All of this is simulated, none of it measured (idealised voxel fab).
A process module follows: voxel self aligned vias.
We display cut, a cross-section 155 nm in width whose square cells are each 5 nm.
Notation: cross-section as square-cell grid; stated in bands, top first, going down; one or more cell rows per band.
Band entry format. Leading values: height of top, height of bottom, nm. Remainder: materials in left-to-right order, each with its width in nm. Special words: "everywhere" on a single material, which then fills the band edge to edge; "empty", empty space.
We count height from 0. Below that, the starting wafer is all one material. The lowest band never ends at the bottom but goes on down; see "from 0 down" for how that is written.
Graded width ("30..40"): value in top row of band = first number; value in bottom row = second number; row-to-row change constant.
Key: "no change occurred" - step with no changed cell in the cross-section.
"Completely enclosed voids": empty spaces of 8 cells or more with no open way to the top, each given as width x height at distance, distance from the left edge, all in nm.
Text after the settings on a step's line: the simulator's own remark on that step.
"overlay nm" on a masked step: distance the mask lay right of its planned place, negative for left.

PROCESS STEPS FORESEEN IN THE PLAN
| 1 | RECEIVE | material Si |
| 2 | CONFORMAL_DEP | material SiO2 | thk nm 10 |
| 3 | CONFORMAL_DEP | material SiCN | thk nm 5 |
| 4 | DIRECTIONAL_DEP | material lowk | thk nm 25 |
| 5 | DIRECTIONAL_DEP | material aC | thk nm 15 |
| 6 | PATTERN | tone open | mask id LINES | material resist | width nm 20 | pitch nm 70 | thk nm 35 | overlay nm 0 |
| 7 | DIRECTIONAL_ETCH | etch materials aC | depth nm 15 |
| 8 | STRIP | etch materials resist |
| 9 | DIRECTIONAL_ETCH | etch materials lowk | depth nm 25 |
| 10 | STRIP | etch materials aC |
| 11 | CONFORMAL_DEP | material TiN | thk nm 5 |
| 12 | FILL_DEP | material Ru | thk nm 5 |
| 13 | CMP | height nm 40 |
| 14 | SELECTIVE_ETCH | etch materials W Ru TiN | depth nm 5 |
| 15 | FILL_DEP | material SiN | thk nm 10 |
| 16 | CMP | height nm 40 |
| 17 | DIRECTIONAL_DEP | material lowk | thk nm 15 |
| 18 | MASKED_ETCH | tone open | mask id VIAS | width nm 40 | etch materials lowk | depth nm 15 | overlay nm 0 |
| 19 | MASKED_ETCH | tone open | mask id VIAS | width nm 40 | etch materials SiN | depth nm 5 | overlay nm 0 |
| 20 | CONFORMAL_DEP | material TiN | thk nm 5 |
| 21 | FILL_DEP | material Cu | thk nm 10 |
| 22 | CMP | height nm 55 |
| 23 | CONFORMAL_DEP | material SiN | thk nm 5 |

WAFER CROSS-SECTION ON RECEIPT, I.E. AFTER STEP 1
    from 0 down  Si everywhere
    Completely enclosed voids: none

BELOW IS THE WAFER IN CROSS-SECTION AFTER THE MODULE WAS COMPLETED. IT BEGAN FROM THE STARTING POINT SHOWN ABOVE AND FOLLOWED THE PLAN SHOWN ABOVE, EXCEPT THAT ONE MISTAKE WAS MADE WHILE RUNNING IT
    from 60 to 55  SiN everywhere
    from 55 to 45  20 of lowk / 5 of TiN / 30 of Cu / 5 of TiN / 95 of lowk
    from 45 to 40  20 of lowk / 40 of TiN / 95 of lowk
    from 40 to 35  30 of lowk / 5 of TiN / 10 of Ru / 5 of TiN / 50 of lowk / 5 of SiN / 10 of Ru / 5 of SiN / 35 of lowk
    from 35 to 20  30 of lowk / 5 of TiN / 10 of Ru / 5 of TiN / 50 of lowk / 5 of TiN / 10 of Ru / 5 of TiN / 35 of lowk
    from 20 to 15  30 of lowk / 20 of TiN / 50 of lowk / 20 of TiN / 35 of lowk
    from 15 to 10  SiCN everywhere
    from 10 to 0  SiO2 everywhere
    from 0 down  Si everywhere
    Completely enclosed voids: none
What was the processing mistake? for step 14, the planned setting was not used; the step was instead run as SELECTIVE_ETCH | etch materials TiN | depth nm 5
